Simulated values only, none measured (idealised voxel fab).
This is a process module. Its name is voxel gate over fins.
Pictured: cross-section cut, 300 nm wide, on a grid of 5 nm square cells.
Cross-section = grid of square cells, listed top down in bands; band = one or more rows. This entry defines a band. It first specifies the height of the band's top and the height of its bottom in nm, and then specifies the band's materials from left to right, stating each material with its width in nm. The word "everywhere" identifies a single material that fills the band from edge to edge, while the word "air" identifies empty space. The reference from which all heights are counted is 0, the level beneath which the as-received wafer is entirely one material; the lowest band, having no lower bound, proceeds downward and is written after the example "0..down". The notation "30 to 40" denotes a width that varies across the rows of cells in the band, beginning at the first number in the top row, finishing at the second number in the bottom row, and changing by an identical amount from each row to the next. "remained the same" after a step means that no cell of the cross-section changed. What "Encapsulated voids" gives you is every empty space of 8 cells or more that is cut off from the top. Each appears as width x height at distance, with the distance taken from the left edge and width, height and distance all in nm. Post-settings text on a step line: simulator's own remark regarding the step. A step's line can hold "overlay nm"; with a mask on that step, the setting says how far right of the planned place the mask lay, while a negative setting says it lay to the left.

PROCESS STEPS FORESEEN IN THE PLAN
- 1: RECEIVE: material Si
- 2: CONFORMAL_DEP: material SiN, thk nm 10
- 3: PATTERN: tone cover, mask id FINS, material resist, width nm 15, pitch nm 40, thk nm 15, overlay nm 0
- 4: DIRECTIONAL_ETCH: etch materials SiN, depth nm 10
- 5: DIRECTIONAL_ETCH: etch materials Si, depth nm 35
- 6: STRIP: etch materials resist
- 7: FILL_DEP: material SiO2, thk nm 15
- 8: CMP: height nm 10
- 9: SELECTIVE_ETCH: etch materials SiO2, depth nm 25
- 10: STRIP: etch materials SiN
- 11: CONFORMAL_DEP: material HfO2, thk nm 5
- 12: CONFORMAL_DEP: material TiN, thk nm 5
- 13: FILL_DEP: material W, thk nm 15
- 14: CMP: height nm 20
- 15: CONFORMAL_DEP: material SiN, thk nm 5
Heads up: all these wafers start the same, and what changes between them is the width nm in step 3. The value you see in the plan is just what the first wafer got.

THE FIRST OF SEVERAL WAFERS IN CROSS-SECTION, EXACTLY AS IT REACHED US AFTER STEP 1
* 0..down = Si everywhere
* Encapsulated voids: none

MODULE FINISHED, LAST STEP 15 DONE: CROSS-SECTION OF THE FIRST OF SEVERAL WAFERS
* 25..20 = SiN everywhere
* 20..10 = W everywhere
* 10..5 = 110 of W | 35 of TiN | 5 of W | 35 of TiN | 115 of W
* 5..0 = 110 of W | 5 of TiN | 25 of HfO2 | 5 of TiN | 5 of W | 5 of TiN | 25 of HfO2 | 5 of TiN | 115 of W
* 0..-5 = 110 of W | 5 of TiN | 5 of HfO2 | 15 of Si | 5 of HfO2 | 5 of TiN | 5 of W | 5 of TiN | 5 of HfO2 | 15 of Si | 5 of HfO2 | 5 of TiN | 115 of W
* -5..-10 = 115 of TiN | 5 of HfO2 | 15 of Si | 5 of HfO2 | 15 of TiN | 5 of HfO2 | 15 of Si | 5 of HfO2 | 120 of TiN
* -10..-15 = 120 of HfO2 | 15 of Si | 25 of HfO2 | 15 of Si | 125 of HfO2
* -15..-35 = 120 of SiO2 | 15 of Si | 25 of SiO2 | 15 of Si | 125 of SiO2
* -35..down = Si everywhere
* Encapsulated voids: none

LAST WAFER AT THE END
* 25..20 = SiN everywhere
* 20..10 = W everywhere
* 10..5 = 105 of W | 85 of TiN | 110 of W
* 5..0 = 105 of W | 5 of TiN | 35 of HfO2 | 5 of TiN | 35 of HfO2 | 5 of TiN | 110 of W
* 0..-5 = 105 of W | 5 of TiN | 5 of HfO2 | 25 of Si | 5 of HfO2 | 5 of TiN | 5 of HfO2 | 25 of Si | 5 of HfO2 | 5 of TiN | 110 of W
* -5..-10 = 110 of TiN | 5 of HfO2 | 25 of Si | 5 of HfO2 | 5 of TiN | 5 of HfO2 | 25 of Si | 5 of HfO2 | 115 of TiN
* -10..-15 = 115 of HfO2 | 25 of Si | 15 of HfO2 | 25 of Si | 120 of HfO2
* -15..-35 = 115 of SiO2 | 25 of Si | 15 of SiO2 | 25 of Si | 120 of SiO2
* -35..down = Si everywhere
* Encapsulated voids: none

PER WAFER (ROW), END OF MODULE: DELTA IN CELLS PER MATERIAL SINCE RECEIPT, (+) FOR GAINED, (-) FOR LOST; CLOSED VOIDS AFTER THAT
width nm 15, +72 HfO2, -378 Si, +60 SiN, +216 SiO2, +72 TiN, +258 W, Encapsulated voids: none
width nm 20, +72 HfO2, -364 Si, +60 SiN, +208 SiO2, +72 TiN, +252 W, Encapsulated voids: none
width nm 25, +72 HfO2, -350 Si, +60 SiN, +200 SiO2, +69 TiN, +249 W, Encapsulated voids: none
